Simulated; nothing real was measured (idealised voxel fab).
process module | voxel transistor to metal
cross-section cut | 180 nm wide | cells 5 nm
A cross-section is a grid of square cells, given in bands from the top down. A band is one or more rows of cells.
Each band's line starts with the height of the band's top and of its bottom, in nm. Then come its materials from left to right, each with its width in nm. One material with "throughout" fills the band from edge to edge. "air" is empty space.
Height 0 is the level under which the wafer as received is all one material. The lowest band goes on downwards, as in "0 down".
A width such as "30 to 40" changes by the same amount from each row of cells to the next, from the band's top row to its bottom row.
"no change" after a step means that no cell of the cross-section changed.
closed voids: empty space of 8 cells or more with no open way to the top, each as width x height at its distance from the left edge, in nm
after a step's settings: what the simulator itself notes on the step
overlay nm, on a step with a mask: how far to the right of its planned place the mask lay; to the left if negative
plan
1 op RECEIVE | material Si
2 op OXIDIZE | depth nm 5
3 op CONFORMAL_DEP | material SiN | thk nm 15
4 op DIRECTIONAL_DEP | material aC | thk nm 15
5 op PATTERN | tone cover | mask id ACTIVE | material resist | width nm 95 | thk nm 35 | overlay nm 0
6 op DIRECTIONAL_ETCH | etch materials aC | depth nm 15
7 op STRIP | etch materials resist
8 op DIRECTIONAL_ETCH | etch materials SiN | depth nm 15
9 op DIRECTIONAL_ETCH | etch materials SiO2 | depth nm 5
10 op DIRECTIONAL_ETCH | etch materials Si | depth nm 20
11 op STRIP | etch materials aC
12 op OXIDIZE | depth nm 5
13 op FILL_DEP | material SiO2 | thk nm 15
14 op CMP | height nm 15
15 op SELECTIVE_ETCH | etch materials SiO2 | depth nm 5
16 op STRIP | etch materials SiN
17 op SELECTIVE_ETCH | etch materials SiO2 | depth nm 5
18 op OXIDIZE | depth nm 5
19 op DIRECTIONAL_DEP | material polySi | thk nm 20
20 op DIRECTIONAL_DEP | material SiCN | thk nm 15
21 op DIRECTIONAL_DEP | material aC | thk nm 10
22 op PATTERN | tone cover | mask id GATE | material resist | width nm 15 | thk nm 30 | overlay nm 0
23 op DIRECTIONAL_ETCH | etch materials aC | depth nm 10
24 op STRIP | etch materials resist
25 op DIRECTIONAL_ETCH | etch materials SiCN | depth nm 25
26 op DIRECTIONAL_ETCH | etch materials polySi | depth nm 30
27 op STRIP | etch materials aC
28 op CONFORMAL_DEP | material SiO2 | thk nm 5
29 op DIRECTIONAL_ETCH | etch materials SiO2 | depth nm 5
30 op CONFORMAL_DEP | material SiN | thk nm 5
31 op DIRECTIONAL_ETCH | etch materials SiN | depth nm 5
32 op DIRECTIONAL_ETCH | etch materials SiO2 | depth nm 5
33 op DIRECTIONAL_ETCH | etch materials Si | depth nm 10
34 op EPI | material SiGe | thk nm 10
35 op FILL_DEP | material SiO2 | thk nm 10
36 op CMP | height nm 30
37 op DIRECTIONAL_DEP | material SiO2 | thk nm 10
38 op DIRECTIONAL_DEP | material aC | thk nm 10
39 op PATTERN | tone open | mask id CONTACT | material resist | width nm 30 | pitch nm 55 | thk nm 25 | overlay nm 0
40 op DIRECTIONAL_ETCH | etch materials aC | depth nm 10
41 op STRIP | etch materials resist
42 op DIRECTIONAL_ETCH | etch materials SiO2 | depth nm 50
43 op STRIP | etch materials aC
44 op CONFORMAL_DEP | material TiN | thk nm 5
45 op FILL_DEP | material Ru | thk nm 10
46 op CMP | height nm 40
47 op CONFORMAL_DEP | material SiN | thk nm 5
48 op DIRECTIONAL_DEP | material lowk | thk nm 20
49 op PATTERN | tone open | mask id METAL_1 | material resist | width nm 15 | pitch nm 70 | thk nm 20 | overlay nm 0
50 op DIRECTIONAL_ETCH | etch materials lowk | depth nm 20
51 op DIRECTIONAL_ETCH | etch materials SiN | depth nm 5
52 op STRIP | etch materials resist
53 op CONFORMAL_DEP | material TiN | thk nm 5
54 op FILL_DEP | material Ru | thk nm 5
55 op CMP | height nm 65
56 op EPI | material Ru | thk nm 5
57 op FILL_DEP | material SiCN | thk nm 5
58 op DIRECTIONAL_DEP | material lowk | thk nm 30
59 op DIRECTIONAL_DEP | material aC | thk nm 15
60 op PATTERN | tone open | mask id METAL_2 | material resist | width nm 15 | pitch nm 70 | thk nm 35 | overlay nm 0
61 op DIRECTIONAL_ETCH | etch materials aC | depth nm 15
62 op STRIP | etch materials resist
63 op DIRECTIONAL_ETCH | etch materials lowk | depth nm 15
64 op STRIP | etch materials aC
65 op DIRECTIONAL_DEP | material aC | thk nm 10
66 op PATTERN | tone open | mask id METAL_2_HOLES | material resist | width nm 15 | pitch nm 70 | thk nm 30 | overlay nm 0
67 op DIRECTIONAL_ETCH | etch materials aC | depth nm 10
68 op STRIP | etch materials resist
69 op DIRECTIONAL_ETCH | etch materials lowk | depth nm 15
70 op DIRECTIONAL_ETCH | etch materials SiCN | depth nm 5
71 op STRIP | etch materials aC
72 op CONFORMAL_DEP | material TiN | thk nm 5
73 op FILL_DEP | material Cu | thk nm 5
74 op CMP | height nm 105
75 op CONFORMAL_DEP | material SiCN | thk nm 5
as received, after step 1
  0 down: Si throughout
  closed voids: none
a wafer at the end: this start, this plan, one mistake
  110 to 105: SiCN throughout
  105 to 75: lowk 45 | TiN 5 | Cu 5 | TiN 5 | lowk 55 | TiN 5 | Cu 5 | TiN 5 | lowk 50
  75 to 70: SiCN 45 | TiN 15 | SiCN 55 | TiN 15 | SiCN 50
  70 to 65: SiCN 40 | Ru 30 | SiCN 40 | Ru 30 | SiCN 40
  65 to 45: lowk 45 | TiN 5 | Ru 10 | TiN 5 | lowk 50 | TiN 5 | Ru 10 | TiN 5 | lowk 45
  45 to 40: SiN 45 | TiN 20 | SiN 50 | TiN 20 | SiN 45
  40 to 30: SiO2 45 | TiN 5 | Ru 20 to 15 | TiN 5 to 10 | SiO2 25 | TiN 5 to 10 | Ru 20 to 15 | TiN 5 | SiO2 50
  30 to 15: SiO2 45 | TiN 5 | Ru 15 | TiN 5 | SiN 5 | SiO2 5 | SiCN 15 | SiO2 5 | SiN 5 | TiN 5 | Ru 15 | TiN 5 | SiO2 50
  15 to 5: SiO2 45 | TiN 5 | Ru 15 | TiN 5 | SiN 5 | SiO2 5 | polySi 15 | SiO2 5 | SiN 5 | TiN 5 | Ru 15 | TiN 5 | SiO2 50
  5 to 0: SiO2 40 | SiN 5 | TiN 5 | Ru 5 | TiN 15 | SiN 5 | SiO2 5 | polySi 15 | SiO2 5 | SiN 5 | TiN 15 | Ru 5 | TiN 5 | SiN 5 | SiO2 45
  0 to -5: SiO2 40 | SiN 5 | TiN 5 | Ru 5 | TiN 5 | SiGe 10 | SiN 5 | SiO2 5 | polySi 15 | SiO2 5 | SiN 5 | SiGe 10 | TiN 5 | Ru 5 | TiN 5 | SiN 5 | SiO2 45
  -5 to -10: SiO2 45 | TiN 15 | SiGe 10 | SiO2 35 | SiGe 10 | TiN 15 | SiO2 50
  -10 to -20: SiO2 45 | SiGe 25 | Si 35 | SiGe 25 | SiO2 50
  -20 to -30: SiO2 45 | Si 85 | SiO2 50
  -30 down: Si throughout
  closed voids: none
what went wrong: step 49 ran as: op PATTERN | tone open | mask id METAL_1 | material resist | width nm 20 | pitch nm 70 | thk nm 20 | overlay nm 0
